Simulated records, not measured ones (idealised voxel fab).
process module | voxel transistor to metal
cross-section cut | 280 nm wide | cells 5 nm
A cross-section is a grid of square cells, given in bands from the top down. A band is one or more rows of cells.
Each band's line starts with the height of the band's top and of its bottom, in nm. Then come its materials from left to right, each with its width in nm. One material with "throughout" fills the band from edge to edge. "air" is empty space.
Height 0 is the level under which the wafer as received is all one material. The lowest band goes on downwards, as in "0 down".
A width such as "30 to 40" changes by the same amount from each row of cells to the next, from the band's top row to its bottom row.
"no change" after a step means that no cell of the cross-section changed.
closed voids: empty space of 8 cells or more with no open way to the top, each as width x height at its distance from the left edge, in nm
after a step's settings: what the simulator itself notes on the step
overlay nm, on a step with a mask: how far to the right of its planned place the mask lay; to the left if negative
Each pair below shows a cross-section before one step and the cross-section after it, down to the lowest band that changed. The line under each pair gives the step between them, with its settings. The pairs can come from different runs of this module on the same starting wafer, so a pair continues from the pair above only where its "before" says so.
before
  0 down: Si throughout
  closed voids: none
after
  0 to -5: SiO2 throughout
  below -5: unchanged
  closed voids: none
the step between: op OXIDIZE | depth nm 5
before: the cross-section after the pair above
after
  15 to 0: SiN throughout
  below 0: unchanged
  closed voids: none
the step between: op CONFORMAL_DEP | material SiN | thk nm 15
before: the cross-section after the pair above
after
  15 to 0: air 25 | SiN 100 | air 30 | SiN 100 | air 25
  below 0: unchanged
  closed voids: none
the step between: op MASKED_ETCH | tone cover | mask id ACTIVE | width nm 100 | pitch nm 130 | etch materials SiN | depth nm 15 | overlay nm 0
before: the cross-section after the pair above
after
  15 to 0: air 25 | SiN 100 | air 30 | SiN 100 | air 25
  0 to -5: air 25 | SiO2 100 | air 30 | SiO2 100 | air 25
  below -5: unchanged
  closed voids: none
the step between: op MASKED_ETCH | tone cover | mask id ACTIVE | width nm 100 | pitch nm 130 | etch materials SiO2 | depth nm 5 | overlay nm 0
before: the cross-section after the pair above
after
  15 to 0: air 25 | SiN 100 | air 30 | SiN 100 | air 25
  0 to -5: air 25 | SiO2 100 | air 30 | SiO2 100 | air 25
  -5 to -30: air 25 | Si 100 | air 30 | Si 100 | air 25
  below -30: unchanged
  closed voids: none
the step between: op MASKED_ETCH | tone cover | mask id ACTIVE | width nm 100 | pitch nm 130 | etch materials Si | depth nm 25 | overlay nm 0
before: the cross-section after the pair above
after
  15 to 0: air 25 | SiN 100 | air 30 | SiN 100 | air 25
  0 to -5: air 25 | SiO2 100 | air 30 | SiO2 100 | air 25
  -5 to -30: air 25 | SiO2 5 | Si 90 | SiO2 5 | air 30 | SiO2 5 | Si 90 | SiO2 5 | air 25
  -30 to -35: SiO2 30 | Si 90 | SiO2 40 | Si 90 | SiO2 30
  below -35: unchanged
  closed voids: none
the step between: op OXIDIZE | depth nm 5
before: the cross-section after the pair above
after
  20 to 15: SiO2 throughout
  15 to 0: SiO2 25 | SiN 100 | SiO2 30 | SiN 100 | SiO2 25
  0 to -5: SiO2 throughout
  -5 to -35: SiO2 30 | Si 90 | SiO2 40 | Si 90 | SiO2 30
  below -35: unchanged
  closed voids: none
the step between: op FILL_DEP | material SiO2 | thk nm 5
before: the cross-section after the pair above
after
  15 to 0: SiO2 25 | SiN 100 | SiO2 30 | SiN 100 | SiO2 25
  below 0: unchanged
  closed voids: none
the step between: op CMP | height nm 15
before: the cross-section after the pair above
after
  15 to 0: air 25 | SiN 100 | air 30 | SiN 100 | air 25
  below 0: unchanged
  closed voids: none
the step between: op SELECTIVE_ETCH | etch materials SiO2 | depth nm 15
before: the cross-section after the pair above
after
  0 to -5: SiO2 throughout
  below -5: unchanged
  closed voids: none
the step between: op STRIP | etch materials SiN
before: the cross-section after the pair above
after
  -5 to -35: SiO2 30 | Si 90 | SiO2 40 | Si 90 | SiO2 30
  below -35: unchanged
  closed voids: none
the step between: op SELECTIVE_ETCH | etch materials SiO2 | depth nm 5
before: the cross-section after the pair above
after
  -5 to -10: SiO2 throughout
  below -10: unchanged
  closed voids: none
the step between: op OXIDIZE | depth nm 5
before: the cross-section after the pair above
after
  15 to -5: polySi throughout
  below -5: unchanged
  closed voids: none
the step between: op DIRECTIONAL_DEP | material polySi | thk nm 20
before: the cross-section after the pair above
after
  25 to 15: SiCN throughout
  below 15: unchanged
  closed voids: none
the step between: op DIRECTIONAL_DEP | material SiCN | thk nm 10
before: the cross-section after the pair above
after
  25 to 15: air 65 | SiCN 20 | air 110 | SiCN 20 | air 65
  below 15: unchanged
  closed voids: none
the step between: op MASKED_ETCH | tone cover | mask id GATE | width nm 20 | pitch nm 130 | etch materials SiCN | depth nm 20 | overlay nm 0
before: the cross-section after the pair above
after
  25 to 15: air 65 | SiCN 20 | air 110 | SiCN 20 | air 65
  15 to -5: air 65 | polySi 20 | air 110 | polySi 20 | air 65
  below -5: unchanged
  closed voids: none
the step between: op MASKED_ETCH | tone cover | mask id GATE | width nm 20 | pitch nm 130 | etch materials polySi | depth nm 30 | overlay nm 0
before: the cross-section after the pair above
after
  30 to 25: air 60 | SiN 30 | air 100 | SiN 30 | air 60
  25 to 15: air 60 | SiN 5 | SiCN 20 | SiN 5 | air 100 | SiN 5 | SiCN 20 | SiN 5 | air 60
  15 to 0: air 60 | SiN 5 | polySi 20 | SiN 5 | air 100 | SiN 5 | polySi 20 | SiN 5 | air 60
  0 to -5: SiN 65 | polySi 20 | SiN 110 | polySi 20 | SiN 65
  below -5: unchanged
  closed voids: none
the step between: op CONFORMAL_DEP | material SiN | thk nm 5
before: the cross-section after the pair above
after
  25 to 15: air 60 | SiN 5 | SiCN 20 | SiN 5 | air 100 | SiN 5 | SiCN 20 | SiN 5 | air 60
  15 to -5: air 60 | SiN 5 | polySi 20 | SiN 5 | air 100 | SiN 5 | polySi 20 | SiN 5 | air 60
  below -5: unchanged
  closed voids: none
the step between: op DIRECTIONAL_ETCH | etch materials SiN | depth nm 5
before: the cross-section after the pair above
after
  25 to 15: air 60 | SiN 5 | SiCN 20 | SiN 5 | air 100 | SiN 5 | SiCN 20 | SiN 5 | air 60
  15 to -5: air 60 | SiN 5 | polySi 20 | SiN 5 | air 100 | SiN 5 | polySi 20 | SiN 5 | air 60
  -5 to -10: air 60 | SiO2 30 | air 100 | SiO2 30 | air 60
  below -10: unchanged
  closed voids: none
the step between: op DIRECTIONAL_ETCH | etch materials SiO2 | depth nm 5
before: the cross-section after the pair above
after
  25 to 15: air 60 | SiN 5 | SiCN 20 | SiN 5 | air 100 | SiN 5 | SiCN 20 | SiN 5 | air 60
  15 to -5: air 60 | SiN 5 | polySi 20 | SiN 5 | air 100 | SiN 5 | polySi 20 | SiN 5 | air 60
  -5 to -10: air 25 | pSi 35 | SiO2 30 | pSi 35 | air 30 | pSi 35 | SiO2 30 | pSi 35 | air 25
  below -10: unchanged
  closed voids: none
the step between: op EPI | material pSi | thk nm 5
before: the cross-section after the pair above
after
  35 to 25: SiO2 throughout
  25 to 15: SiO2 60 | SiN 5 | SiCN 20 | SiN 5 | SiO2 100 | SiN 5 | SiCN 20 | SiN 5 | SiO2 60
  15 to -5: SiO2 60 | SiN 5 | polySi 20 | SiN 5 | SiO2 100 | SiN 5 | polySi 20 | SiN 5 | SiO2 60
  -5 to -10: SiO2 25 | pSi 35 | SiO2 30 | pSi 35 | SiO2 30 | pSi 35 | SiO2 30 | pSi 35 | SiO2 25
  below -10: unchanged
  closed voids: none
the step between: op FILL_DEP | material SiO2 | thk nm 10
before: the cross-section after the pair above
after
  25 to 15: SiO2 60 | SiN 5 | SiCN 20 | SiN 5 | SiO2 100 | SiN 5 | SiCN 20 | SiN 5 | SiO2 60
  below 15: unchanged
  closed voids: none
the step between: op CMP | height nm 25
before: the cross-section after the pair above
after
  35 to 25: SiO2 throughout
  below 25: unchanged
  closed voids: none
the step between: op DIRECTIONAL_DEP | material SiO2 | thk nm 10
before: the cross-section after the pair above
after
  50 to 35: aC throughout
  below 35: unchanged
  closed voids: none
the step between: op DIRECTIONAL_DEP | material aC | thk nm 15
before: the cross-section after the pair above
after
  80 to 50: resist 30 | air 30 | resist 30 | air 30 | resist 40 | air 30 | resist 30 | air 30 | resist 30
  below 50: unchanged
  closed voids: none
the step between: op PATTERN | tone open | mask id CONTACT | material resist | width nm 30 | thk nm 30 | overlay nm 0
before: the cross-section after the pair above
after
  65 to 50: resist 30 | air 30 | resist 30 | air 30 | resist 40 | air 30 | resist 30 | air 30 | resist 30
  50 to 35: aC 30 | air 30 | aC 30 | air 30 | aC 40 | air 30 | aC 30 | air 30 | aC 30
  below 35: unchanged
  closed voids: none
the step between: op DIRECTIONAL_ETCH | etch materials aC | depth nm 15
before: the cross-section after the pair above
after
  50 to 35: aC 30 | air 30 | aC 30 | air 30 | aC 40 | air 30 | aC 30 | air 30 | aC 30
  below 35: unchanged
  closed voids: none
the step between: op STRIP | etch materials resist
before: the cross-section after the pair above
after
  50 to 35: aC 30 | air 30 | aC 30 | air 30 | aC 40 | air 30 | aC 30 | air 30 | aC 30
  35 to 25: SiO2 30 | air 30 | SiO2 30 | air 30 | SiO2 40 | air 30 | SiO2 30 | air 30 | SiO2 30
  25 to 15: SiO2 30 | air 30 | SiN 5 | SiCN 20 | SiN 5 | air 30 | SiO2 40 | air 30 | SiN 5 | SiCN 20 | SiN 5 | air 30 | SiO2 30
  15 to -5: SiO2 30 | air 30 | SiN 5 | polySi 20 | SiN 5 | air 30 | SiO2 40 | air 30 | SiN 5 | polySi 20 | SiN 5 | air 30 | SiO2 30
  below -5: unchanged
  closed voids: none
the step between: op DIRECTIONAL_ETCH | etch materials SiO2 | depth nm 40
before: the cross-section after the pair above
after
  35 to 25: SiO2 30 | air 30 | SiO2 30 | air 30 | SiO2 40 | air 30 | SiO2 30 | air 30 | SiO2 30
  below 25: unchanged
  closed voids: none
the step between: op STRIP | etch materials aC
before: the cross-section after the pair above
after
  40 to 35: TiN 35 | air 20 | TiN 40 | air 20 | TiN 50 | air 20 | TiN 40 | air 20 | TiN 35
  35 to 25: SiO2 30 | TiN 5 | air 20 | TiN 5 | SiO2 30 | TiN 5 | air 20 | TiN 5 | SiO2 40 | TiN 5 | air 20 | TiN 5 | SiO2 30 | TiN 5 | air 20 | TiN 5 | SiO2 30
  25 to 15: SiO2 30 | TiN 5 | air 20 | TiN 5 | SiN 5 | SiCN 20 | SiN 5 | TiN 5 | air 20 | TiN 5 | SiO2 40 | TiN 5 | air 20 | TiN 5 | SiN 5 | SiCN 20 | SiN 5 | TiN 5 | air 20 | TiN 5 | SiO2 30
  15 to 0: SiO2 30 | TiN 5 | air 20 | TiN 5 | SiN 5 | polySi 20 | SiN 5 | TiN 5 | air 20 | TiN 5 | SiO2 40 | TiN 5 | air 20 | TiN 5 | SiN 5 | polySi 20 | SiN 5 | TiN 5 | air 20 | TiN 5 | SiO2 30
  0 to -5: SiO2 30 | TiN 30 | SiN 5 | polySi 20 | SiN 5 | TiN 30 | SiO2 40 | TiN 30 | SiN 5 | polySi 20 | SiN 5 | TiN 30 | SiO2 30
  below -5: unchanged
  closed voids: none
the step between: op CONFORMAL_DEP | material TiN | thk nm 5
before: the cross-section after the pair above
after
  50 to 40: W throughout
  40 to 35: TiN 35 | W 20 | TiN 40 | W 20 | TiN 50 | W 20 | TiN 40 | W 20 | TiN 35
  35 to 25: SiO2 30 | TiN 5 | W 20 | TiN 5 | SiO2 30 | TiN 5 | W 20 | TiN 5 | SiO2 40 | TiN 5 | W 20 | TiN 5 | SiO2 30 | TiN 5 | W 20 | TiN 5 | SiO2 30
  25 to 15: SiO2 30 | TiN 5 | W 20 | TiN 5 | SiN 5 | SiCN 20 | SiN 5 | TiN 5 | W 20 | TiN 5 | SiO2 40 | TiN 5 | W 20 | TiN 5 | SiN 5 | SiCN 20 | SiN 5 | TiN 5 | W 20 | TiN 5 | SiO2 30
  15 to 0: SiO2 30 | TiN 5 | W 20 | TiN 5 | SiN 5 | polySi 20 | SiN 5 | TiN 5 | W 20 | TiN 5 | SiO2 40 | TiN 5 | W 20 | TiN 5 | SiN 5 | polySi 20 | SiN 5 | TiN 5 | W 20 | TiN 5 | SiO2 30
  below 0: unchanged
  closed voids: none
the step between: op FILL_DEP | material W | thk nm 10
before: the cross-section after the pair above
after
  35 to 25: SiO2 30 | TiN 5 | W 20 | TiN 5 | SiO2 30 | TiN 5 | W 20 | TiN 5 | SiO2 40 | TiN 5 | W 20 | TiN 5 | SiO2 30 | TiN 5 | W 20 | TiN 5 | SiO2 30
  below 25: unchanged
  closed voids: none
the step between: op CMP | height nm 35
before: the cross-section after the pair above
after
  40 to 35: SiN throughout
  below 35: unchanged
  closed voids: none
the step between: op CONFORMAL_DEP | material SiN | thk nm 5
before: the cross-section after the pair above
after
  55 to 40: SiO2 throughout
  below 40: unchanged
  closed voids: none
the step between: op DIRECTIONAL_DEP | material SiO2 | thk nm 15
before: the cross-section after the pair above
after
  65 to 55: aC throughout
  below 55: unchanged
  closed voids: none
the step between: op DIRECTIONAL_DEP | material aC | thk nm 10
before: the cross-section after the pair above
after
  95 to 65: resist 30 | air 15 | resist 60 | air 15 | resist 40 | air 15 | resist 60 | air 15 | resist 30
  below 65: unchanged
  closed voids: none
the step between: op PATTERN | tone open | mask id METAL_1 | material resist | width nm 15 | thk nm 30 | overlay nm 0
before: the cross-section after the pair above
after
  85 to 65: resist 30 | air 15 | resist 60 | air 15 | resist 40 | air 15 | resist 60 | air 15 | resist 30
  65 to 55: aC 30 | air 15 | aC 60 | air 15 | aC 40 | air 15 | aC 60 | air 15 | aC 30
  below 55: unchanged
  closed voids: none
the step between: op DIRECTIONAL_ETCH | etch materials aC | depth nm 10
before: the cross-section after the pair above
after
  65 to 55: aC 30 | air 15 | aC 60 | air 15 | aC 40 | air 15 | aC 60 | air 15 | aC 30
  below 55: unchanged
  closed voids: none
the step between: op STRIP | etch materials resist
before: the cross-section after the pair above
after
  65 to 55: aC 30 | air 15 | aC 60 | air 15 | aC 40 | air 15 | aC 60 | air 15 | aC 30
  55 to 40: SiO2 30 | air 15 | SiO2 60 | air 15 | SiO2 40 | air 15 | SiO2 60 | air 15 | SiO2 30
  below 40: unchanged
  closed voids: none
the step between: op DIRECTIONAL_ETCH | etch materials SiO2 | depth nm 15
before: the cross-section after the pair above
after
  65 to 55: aC 30 | air 15 | aC 60 | air 15 | aC 40 | air 15 | aC 60 | air 15 | aC 30
  55 to 40: SiO2 30 | air 15 | SiO2 60 | air 15 | SiO2 40 | air 15 | SiO2 60 | air 15 | SiO2 30
  40 to 35: SiN 30 | air 15 | SiN 60 | air 15 | SiN 40 | air 15 | SiN 60 | air 15 | SiN 30
  below 35: unchanged
  closed voids: none
the step between: op DIRECTIONAL_ETCH | etch materials SiN | depth nm 5
before: the cross-section after the pair above
after
  55 to 40: SiO2 30 | air 15 | SiO2 60 | air 15 | SiO2 40 | air 15 | SiO2 60 | air 15 | SiO2 30
  below 40: unchanged
  closed voids: none
the step between: op STRIP | etch materials aC
before: the cross-section after the pair above
after
  60 to 55: TiN 35 | air 5 | TiN 70 | air 5 | TiN 50 | air 5 | TiN 70 | air 5 | TiN 35
  55 to 40: SiO2 30 | TiN 5 | air 5 | TiN 5 | SiO2 60 | TiN 5 | air 5 | TiN 5 | SiO2 40 | TiN 5 | air 5 | TiN 5 | SiO2 60 | TiN 5 | air 5 | TiN 5 | SiO2 30
  40 to 35: SiN 30 | TiN 15 | SiN 60 | TiN 15 | SiN 40 | TiN 15 | SiN 60 | TiN 15 | SiN 30
  below 35: unchanged
  closed voids: none
the step between: op CONFORMAL_DEP | material TiN | thk nm 5
before: the cross-section after the pair above
after
  70 to 60: Cu throughout
  60 to 55: TiN 35 | Cu 5 | TiN 70 | Cu 5 | TiN 50 | Cu 5 | TiN 70 | Cu 5 | TiN 35
  55 to 40: SiO2 30 | TiN 5 | Cu 5 | TiN 5 | SiO2 60 | TiN 5 | Cu 5 | TiN 5 | SiO2 40 | TiN 5 | Cu 5 | TiN 5 | SiO2 60 | TiN 5 | Cu 5 | TiN 5 | SiO2 30
  below 40: unchanged
  closed voids: none
the step between: op FILL_DEP | material Cu | thk nm 10
before: the cross-section after the pair above
after
  55 to 40: SiO2 30 | TiN 5 | Cu 5 | TiN 5 | SiO2 60 | TiN 5 | Cu 5 | TiN 5 | SiO2 40 | TiN 5 | Cu 5 | TiN 5 | SiO2 60 | TiN 5 | Cu 5 | TiN 5 | SiO2 30
  below 40: unchanged
  closed voids: none
the step between: op CMP | height nm 55
before: the cross-section after the pair above
after
  60 to 55: SiN throughout
  below 55: unchanged
  closed voids: none
the step between: op CONFORMAL_DEP | material SiN | thk nm 5
before
  70 to 60: Cu throughout
  60 to 55: TiN 35 | Cu 5 | TiN 70 | Cu 5 | TiN 50 | Cu 5 | TiN 70 | Cu 5 | TiN 35
  55 to 40: SiO2 30 | TiN 5 | Cu 5 | TiN 5 | SiO2 60 | TiN 5 | Cu 5 | TiN 5 | SiO2 40 | TiN 5 | Cu 5 | TiN 5 | SiO2 60 | TiN 5 | Cu 5 | TiN 5 | SiO2 30
  40 to 35: SiN 30 | TiN 15 | SiN 60 | TiN 15 | SiN 40 | TiN 15 | SiN 60 | TiN 15 | SiN 30
  35 to 25: SiO2 30 | TiN 5 | W 20 | TiN 5 | SiO2 30 | TiN 5 | W 20 | TiN 5 | SiO2 40 | TiN 5 | W 20 | TiN 5 | SiO2 30 | TiN 5 | W 20 | TiN 5 | SiO2 30
  25 to 15: SiO2 30 | TiN 5 | W 20 | TiN 5 | SiN 5 | SiCN 20 | SiN 5 | TiN 5 | W 20 | TiN 5 | SiO2 40 | TiN 5 | W 20 | TiN 5 | SiN 5 | SiCN 20 | SiN 5 | TiN 5 | W 20 | TiN 5 | SiO2 30
  15 to 0: SiO2 30 | TiN 5 | W 20 | TiN 5 | SiN 5 | polySi 20 | SiN 5 | TiN 5 | W 20 | TiN 5 | SiO2 40 | TiN 5 | W 20 | TiN 5 | SiN 5 | polySi 20 | SiN 5 | TiN 5 | W 20 | TiN 5 | SiO2 30
  0 to -5: SiO2 30 | TiN 30 | SiN 5 | polySi 20 | SiN 5 | TiN 30 | SiO2 40 | TiN 30 | SiN 5 | polySi 20 | SiN 5 | TiN 30 | SiO2 30
  -5 to -10: SiO2 25 | pSi 35 | SiO2 30 | pSi 35 | SiO2 30 | pSi 35 | SiO2 30 | pSi 35 | SiO2 25
  -10 to -35: SiO2 30 | Si 90 | SiO2 40 | Si 90 | SiO2 30
  -35 down: Si throughout
  closed voids: none
after
  75 to 70: SiN throughout
  below 70: unchanged
  closed voids: none
the step between: op CONFORMAL_DEP | material SiN | thk nm 5
before
  15 to 0: air 25 | SiN 100 | air 30 | SiN 100 | air 25
  0 to -5: air 25 | SiO2 100 | air 30 | SiO2 100 | air 25
  -5 to -30: air 25 | Si 100 | air 30 | Si 100 | air 25
  -30 down: Si throughout
  closed voids: none
after
  15 to 0: air 25 | SiN 100 | air 30 | SiN 100 | air 25
  0 to -5: air 25 | SiO2 100 | air 30 | SiO2 100 | air 25
  -5 to -55: air 25 | Si 100 | air 30 | Si 100 | air 25
  below -55: unchanged
  closed voids: none
the step between: op MASKED_ETCH | tone cover | mask id ACTIVE | width nm 100 | pitch nm 130 | etch materials Si | depth nm 25 | overlay nm 0
before: the cross-section after the pair above
after
  15 to 0: air 25 | SiN 100 | air 30 | SiN 100 | air 25
  0 to -5: air 25 | SiO2 100 | air 30 | SiO2 100 | air 25
  -5 to -55: air 25 | SiO2 5 | Si 90 | SiO2 5 | air 30 | SiO2 5 | Si 90 | SiO2 5 | air 25
  -55 to -60: SiO2 30 | Si 90 | SiO2 40 | Si 90 | SiO2 30
  below -60: unchanged
  closed voids: none
the step between: op OXIDIZE | depth nm 5
before: the cross-section after the pair above
after
  20 to 15: SiO2 throughout
  15 to 0: SiO2 25 | SiN 100 | SiO2 30 | SiN 100 | SiO2 25
  0 to -5: SiO2 throughout
  -5 to -60: SiO2 30 | Si 90 | SiO2 40 | Si 90 | SiO2 30
  below -60: unchanged
  closed voids: none
the step between: op FILL_DEP | material SiO2 | thk nm 5
before: the cross-section after the pair above
after
  15 to 0: SiO2 25 | SiN 100 | SiO2 30 | SiN 100 | SiO2 25
  below 0: unchanged
  closed voids: none
the step between: op CMP | height nm 15
before: the cross-section after the pair above
after
  15 to 0: air 25 | SiN 100 | air 30 | SiN 100 | air 25
  below 0: unchanged
  closed voids: none
the step between: op SELECTIVE_ETCH | etch materials SiO2 | depth nm 15
before: the cross-section after the pair above
after
  0 to -5: SiO2 throughout
  below -5: unchanged
  closed voids: none
the step between: op STRIP | etch materials SiN
before: the cross-section after the pair above
after
  -5 to -60: SiO2 30 | Si 90 | SiO2 40 | Si 90 | SiO2 30
  below -60: unchanged
  closed voids: none
the step between: op SELECTIVE_ETCH | etch materials SiO2 | depth nm 5
before: the cross-section after the pair above
after
  -5 to -10: SiO2 throughout
  below -10: unchanged
  closed voids: none
the step between: op OXIDIZE | depth nm 5
before: the cross-section after the pair above
after
  15 to -5: polySi throughout
  below -5: unchanged
  closed voids: none
the step between: op DIRECTIONAL_DEP | material polySi | thk nm 20
before: the cross-section after the pair above
after
  25 to 15: SiCN throughout
  below 15: unchanged
  closed voids: none
the step between: op DIRECTIONAL_DEP | material SiCN | thk nm 10
before: the cross-section after the pair above
after
  25 to 15: air 65 | SiCN 20 | air 110 | SiCN 20 | air 65
  below 15: unchanged
  closed voids: none
the step between: op MASKED_ETCH | tone cover | mask id GATE | width nm 20 | pitch nm 130 | etch materials SiCN | depth nm 20 | overlay nm 0
before: the cross-section after the pair above
after
  25 to 15: air 65 | SiCN 20 | air 110 | SiCN 20 | air 65
  15 to -5: air 65 | polySi 20 | air 110 | polySi 20 | air 65
  below -5: unchanged
  closed voids: none
the step between: op MASKED_ETCH | tone cover | mask id GATE | width nm 20 | pitch nm 130 | etch materials polySi | depth nm 30 | overlay nm 0
before: the cross-section after the pair above
after
  30 to 25: air 60 | SiN 30 | air 100 | SiN 30 | air 60
  25 to 15: air 60 | SiN 5 | SiCN 20 | SiN 5 | air 100 | SiN 5 | SiCN 20 | SiN 5 | air 60
  15 to 0: air 60 | SiN 5 | polySi 20 | SiN 5 | air 100 | SiN 5 | polySi 20 | SiN 5 | air 60
  0 to -5: SiN 65 | polySi 20 | SiN 110 | polySi 20 | SiN 65
  below -5: unchanged
  closed voids: none
the step between: op CONFORMAL_DEP | material SiN | thk nm 5
before: the cross-section after the pair above
after
  25 to 15: air 60 | SiN 5 | SiCN 20 | SiN 5 | air 100 | SiN 5 | SiCN 20 | SiN 5 | air 60
  15 to -5: air 60 | SiN 5 | polySi 20 | SiN 5 | air 100 | SiN 5 | polySi 20 | SiN 5 | air 60
  below -5: unchanged
  closed voids: none
the step between: op DIRECTIONAL_ETCH | etch materials SiN | depth nm 5
before: the cross-section after the pair above
after
  25 to 15: air 60 | SiN 5 | SiCN 20 | SiN 5 | air 100 | SiN 5 | SiCN 20 | SiN 5 | air 60
  15 to -5: air 60 | SiN 5 | polySi 20 | SiN 5 | air 100 | SiN 5 | polySi 20 | SiN 5 | air 60
  -5 to -10: air 60 | SiO2 30 | air 100 | SiO2 30 | air 60
  below -10: unchanged
  closed voids: none
the step between: op DIRECTIONAL_ETCH | etch materials SiO2 | depth nm 5
before: the cross-section after the pair above
after
  25 to 15: air 60 | SiN 5 | SiCN 20 | SiN 5 | air 100 | SiN 5 | SiCN 20 | SiN 5 | air 60
  15 to -5: air 60 | SiN 5 | polySi 20 | SiN 5 | air 100 | SiN 5 | polySi 20 | SiN 5 | air 60
  -5 to -10: air 25 | pSi 35 | SiO2 30 | pSi 35 | air 30 | pSi 35 | SiO2 30 | pSi 35 | air 25
  below -10: unchanged
  closed voids: none
the step between: op EPI | material pSi | thk nm 5
before: the cross-section after the pair above
after
  35 to 25: SiO2 throughout
  25 to 15: SiO2 60 | SiN 5 | SiCN 20 | SiN 5 | SiO2 100 | SiN 5 | SiCN 20 | SiN 5 | SiO2 60
  15 to -5: SiO2 60 | SiN 5 | polySi 20 | SiN 5 | SiO2 100 | SiN 5 | polySi 20 | SiN 5 | SiO2 60
  -5 to -10: SiO2 25 | pSi 35 | SiO2 30 | pSi 35 | SiO2 30 | pSi 35 | SiO2 30 | pSi 35 | SiO2 25
  below -10: unchanged
  closed voids: none
the step between: op FILL_DEP | material SiO2 | thk nm 10
before: the cross-section after the pair above
after
  25 to 15: SiO2 60 | SiN 5 | SiCN 20 | SiN 5 | SiO2 100 | SiN 5 | SiCN 20 | SiN 5 | SiO2 60
  below 15: unchanged
  closed voids: none
the step between: op CMP | height nm 25
before: the cross-section after the pair above
after
  35 to 25: SiO2 throughout
  below 25: unchanged
  closed voids: none
the step between: op DIRECTIONAL_DEP | material SiO2 | thk nm 10
before: the cross-section after the pair above
after
  50 to 35: aC throughout
  below 35: unchanged
  closed voids: none
the step between: op DIRECTIONAL_DEP | material aC | thk nm 15
before: the cross-section after the pair above
after
  80 to 50: resist 30 | air 30 | resist 30 | air 30 | resist 40 | air 30 | resist 30 | air 30 | resist 30
  below 50: unchanged
  closed voids: none
the step between: op PATTERN | tone open | mask id CONTACT | material resist | width nm 30 | thk nm 30 | overlay nm 0
before: the cross-section after the pair above
after
  65 to 50: resist 30 | air 30 | resist 30 | air 30 | resist 40 | air 30 | resist 30 | air 30 | resist 30
  50 to 35: aC 30 | air 30 | aC 30 | air 30 | aC 40 | air 30 | aC 30 | air 30 | aC 30
  below 35: unchanged
  closed voids: none
the step between: op DIRECTIONAL_ETCH | etch materials aC | depth nm 15
before: the cross-section after the pair above
after
  50 to 35: aC 30 | air 30 | aC 30 | air 30 | aC 40 | air 30 | aC 30 | air 30 | aC 30
  below 35: unchanged
  closed voids: none
the step between: op STRIP | etch materials resist
before: the cross-section after the pair above
after
  50 to 35: aC 30 | air 30 | aC 30 | air 30 | aC 40 | air 30 | aC 30 | air 30 | aC 30
  35 to 25: SiO2 30 | air 30 | SiO2 30 | air 30 | SiO2 40 | air 30 | SiO2 30 | air 30 | SiO2 30
  25 to 15: SiO2 30 | air 30 | SiN 5 | SiCN 20 | SiN 5 | air 30 | SiO2 40 | air 30 | SiN 5 | SiCN 20 | SiN 5 | air 30 | SiO2 30
  15 to -5: SiO2 30 | air 30 | SiN 5 | polySi 20 | SiN 5 | air 30 | SiO2 40 | air 30 | SiN 5 | polySi 20 | SiN 5 | air 30 | SiO2 30
  below -5: unchanged
  closed voids: none
the step between: op DIRECTIONAL_ETCH | etch materials SiO2 | depth nm 40
before: the cross-section after the pair above
after
  35 to 25: SiO2 30 | air 30 | SiO2 30 | air 30 | SiO2 40 | air 30 | SiO2 30 | air 30 | SiO2 30
  below 25: unchanged
  closed voids: none
the step between: op STRIP | etch materials aC
before: the cross-section after the pair above
after
  40 to 35: TiN 35 | air 20 | TiN 40 | air 20 | TiN 50 | air 20 | TiN 40 | air 20 | TiN 35
  35 to 25: SiO2 30 | TiN 5 | air 20 | TiN 5 | SiO2 30 | TiN 5 | air 20 | TiN 5 | SiO2 40 | TiN 5 | air 20 | TiN 5 | SiO2 30 | TiN 5 | air 20 | TiN 5 | SiO2 30
  25 to 15: SiO2 30 | TiN 5 | air 20 | TiN 5 | SiN 5 | SiCN 20 | SiN 5 | TiN 5 | air 20 | TiN 5 | SiO2 40 | TiN 5 | air 20 | TiN 5 | SiN 5 | SiCN 20 | SiN 5 | TiN 5 | air 20 | TiN 5 | SiO2 30
  15 to 0: SiO2 30 | TiN 5 | air 20 | TiN 5 | SiN 5 | polySi 20 | SiN 5 | TiN 5 | air 20 | TiN 5 | SiO2 40 | TiN 5 | air 20 | TiN 5 | SiN 5 | polySi 20 | SiN 5 | TiN 5 | air 20 | TiN 5 | SiO2 30
  0 to -5: SiO2 30 | TiN 30 | SiN 5 | polySi 20 | SiN 5 | TiN 30 | SiO2 40 | TiN 30 | SiN 5 | polySi 20 | SiN 5 | TiN 30 | SiO2 30
  below -5: unchanged
  closed voids: none
the step between: op CONFORMAL_DEP | material TiN | thk nm 5
before: the cross-section after the pair above
after
  50 to 40: W throughout
  40 to 35: TiN 35 | W 20 | TiN 40 | W 20 | TiN 50 | W 20 | TiN 40 | W 20 | TiN 35
  35 to 25: SiO2 30 | TiN 5 | W 20 | TiN 5 | SiO2 30 | TiN 5 | W 20 | TiN 5 | SiO2 40 | TiN 5 | W 20 | TiN 5 | SiO2 30 | TiN 5 | W 20 | TiN 5 | SiO2 30
  25 to 15: SiO2 30 | TiN 5 | W 20 | TiN 5 | SiN 5 | SiCN 20 | SiN 5 | TiN 5 | W 20 | TiN 5 | SiO2 40 | TiN 5 | W 20 | TiN 5 | SiN 5 | SiCN 20 | SiN 5 | TiN 5 | W 20 | TiN 5 | SiO2 30
  15 to 0: SiO2 30 | TiN 5 | W 20 | TiN 5 | SiN 5 | polySi 20 | SiN 5 | TiN 5 | W 20 | TiN 5 | SiO2 40 | TiN 5 | W 20 | TiN 5 | SiN 5 | polySi 20 | SiN 5 | TiN 5 | W 20 | TiN 5 | SiO2 30
  below 0: unchanged
  closed voids: none
the step between: op FILL_DEP | material W | thk nm 10
before: the cross-section after the pair above
after
  35 to 25: SiO2 30 | TiN 5 | W 20 | TiN 5 | SiO2 30 | TiN 5 | W 20 | TiN 5 | SiO2 40 | TiN 5 | W 20 | TiN 5 | SiO2 30 | TiN 5 | W 20 | TiN 5 | SiO2 30
  below 25: unchanged
  closed voids: none
the step between: op CMP | height nm 35
before: the cross-section after the pair above
after
  40 to 35: SiN throughout
  below 35: unchanged
  closed voids: none
the step between: op CONFORMAL_DEP | material SiN | thk nm 5
before: the cross-section after the pair above
after
  55 to 40: SiO2 throughout
  below 40: unchanged
  closed voids: none
the step between: op DIRECTIONAL_DEP | material SiO2 | thk nm 15
before: the cross-section after the pair above
after
  65 to 55: aC throughout
  below 55: unchanged
  closed voids: none
the step between: op DIRECTIONAL_DEP | material aC | thk nm 10
before: the cross-section after the pair above
after
  95 to 65: resist 30 | air 15 | resist 60 | air 15 | resist 40 | air 15 | resist 60 | air 15 | resist 30
  below 65: unchanged
  closed voids: none
the step between: op PATTERN | tone open | mask id METAL_1 | material resist | width nm 15 | thk nm 30 | overlay nm 0
